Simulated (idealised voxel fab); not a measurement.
process module | voxel capacitor over wiring
For reference, the cross-section in this document is cut, with width 140 nm and square cells of 5 nm.
The cross-sections in this document take the form of a grid made of square cells. They are written out as bands, in order from top to bottom. Each band consists of one or more rows of cells.
Each band's line starts with the height of the band's top and of its bottom, in nm. Then come its materials from left to right, each with its width in nm. One material with "throughout" fills the band from edge to edge. "empty" is empty space.
For the purposes of this specification, 0 denotes the height below which the wafer in its as-received condition is composed wholly of one material, and the lowermost band, lacking a lower limit, extends downward without end, as expressed in "0 nm and below".
When a width is written as two numbers, as in "30->40", the first number is the width in the top row of cells of the band and the second is the width in its bottom row, and the width changes by the same amount from each row to the next.
Where a step carries "nothing different", the cross-section came out of it unchanged, cell for cell.
Voids not open to the top, 8 cells minimum: see "Voids, sealed". Written width x height at distance; distance is from the left edge; nm.
It should be noted that, on the line of a given step, the content following the step's settings is a remark produced by the simulator itself with respect to that step.
A step's line can hold "overlay nm"; with a mask on that step, the setting says how far right of the planned place the mask lay, while a negative setting says it lay to the left.

### This section lists the process steps that were planned
step 1: RECEIVE, material Si
step 2: CONFORMAL_DEP, material SiO2, thk nm 10
step 3: CONFORMAL_DEP, material SiN, thk nm 5
step 4: DIRECTIONAL_DEP, material SiO2, thk nm 15
step 5: DIRECTIONAL_DEP, material aC, thk nm 10
step 6: PATTERN, tone open, mask id METAL_1, material resist, width nm 25, pitch nm 80, thk nm 25, overlay nm 0
step 7: DIRECTIONAL_ETCH, etch materials aC, depth nm 10
step 8: STRIP, etch materials resist
step 9: DIRECTIONAL_ETCH, etch materials SiO2, depth nm 15
step 10: DIRECTIONAL_ETCH, etch materials SiN, depth nm 5
step 11: STRIP, etch materials aC
step 12: CONFORMAL_DEP, material TiN, thk nm 5
step 13: FILL_DEP, material W, thk nm 10
step 14: CMP, height nm 30
step 15: EPI, material Ru, thk nm 5
step 16: FILL_DEP, material SiCN, thk nm 5
step 17: DIRECTIONAL_DEP, material SiO2, thk nm 20
step 18: DIRECTIONAL_DEP, material aC, thk nm 15
step 19: PATTERN, tone open, mask id PLUG_1, material resist, width nm 15, thk nm 30, overlay nm 0
step 20: DIRECTIONAL_ETCH, etch materials aC, depth nm 15
step 21: STRIP, etch materials resist
step 22: DIRECTIONAL_ETCH, etch materials SiO2, depth nm 20
step 23: DIRECTIONAL_ETCH, etch materials SiCN, depth nm 5
step 24: STRIP, etch materials aC
step 25: EPI, material Ru, thk nm 10
step 26: EPI, material Ru, thk nm 10
step 27: EPI, material Ru, thk nm 5
step 28: DIRECTIONAL_DEP, material TiN, thk nm 10
step 29: DIRECTIONAL_DEP, material SiN, thk nm 5
step 30: DIRECTIONAL_DEP, material TiN, thk nm 10
step 31: DIRECTIONAL_DEP, material aC, thk nm 15
step 32: PATTERN, tone cover, mask id UPPER_PLATE, material resist, width nm 60, thk nm 35, overlay nm 0
step 33: DIRECTIONAL_ETCH, etch materials aC, depth nm 15
step 34: STRIP, etch materials resist
step 35: DIRECTIONAL_ETCH, etch materials TiN, depth nm 10
step 36: DIRECTIONAL_ETCH, etch materials SiN, depth nm 5
step 37: STRIP, etch materials aC
step 38: DIRECTIONAL_DEP, material aC, thk nm 15
step 39: PATTERN, tone cover, mask id LOWER_PLATE, material resist, width nm 70, thk nm 30, overlay nm 0
step 40: DIRECTIONAL_ETCH, etch materials aC, depth nm 15
step 41: STRIP, etch materials resist
step 42: DIRECTIONAL_ETCH, etch materials TiN, depth nm 10
step 43: STRIP, etch materials aC
step 44: FILL_DEP, material SiO2, thk nm 15
step 45: CMP, height nm 95
step 46: DIRECTIONAL_DEP, material aC, thk nm 15
step 47: PATTERN, tone open, mask id PLUG_2, material resist, width nm 15, thk nm 35, overlay nm 0
step 48: DIRECTIONAL_ETCH, etch materials aC, depth nm 15
step 49: STRIP, etch materials resist
step 50: DIRECTIONAL_ETCH, etch materials SiO2, depth nm 10
step 51: STRIP, etch materials aC
step 52: CONFORMAL_DEP, material TiN, thk nm 5
step 53: FILL_DEP, material Cu, thk nm 5
step 54: CMP, height nm 95
step 55: CONFORMAL_DEP, material SiCN, thk nm 5

### Step 1 complete: cross-section of the wafer as received
    0 nm and below | Si throughout
    Voids, sealed: none

### The plan above was carried out on the starting structure above with one mistake, and this cross-section shows the wafer at the end of the module
    100 nm to 95 nm | SiCN throughout
    95 nm to 90 nm | SiO2 35 nm / TiN 5 nm / Cu 5 nm / TiN 5 nm / SiO2 90 nm
    90 nm to 85 nm | SiO2 35 nm / TiN 15 nm / SiO2 90 nm
    85 nm to 75 nm | SiO2 25 nm / TiN 60 nm / SiO2 55 nm
    75 nm to 70 nm | SiO2 25 nm / SiN 60 nm / SiO2 55 nm
    70 nm to 60 nm | SiO2 20 nm / TiN 70 nm / SiO2 50 nm
    60 nm to 40 nm | SiO2 25 nm / Ru 15 nm / SiO2 100 nm
    40 nm to 35 nm | SiCN 25 nm / Ru 15 nm / SiCN 100 nm
    35 nm to 30 nm | SiCN 10 nm / Ru 35 nm / SiCN 45 nm / Ru 35 nm / SiCN 15 nm
    30 nm to 25 nm | SiN 15 nm / TiN 25 nm / SiN 55 nm / TiN 25 nm / SiN 20 nm
    25 nm to 0 nm | SiO2 throughout
    0 nm and below | Si throughout
    Voids, sealed: none
Here's what went sideways: ran 3 and 4 in swapped order versus the plan
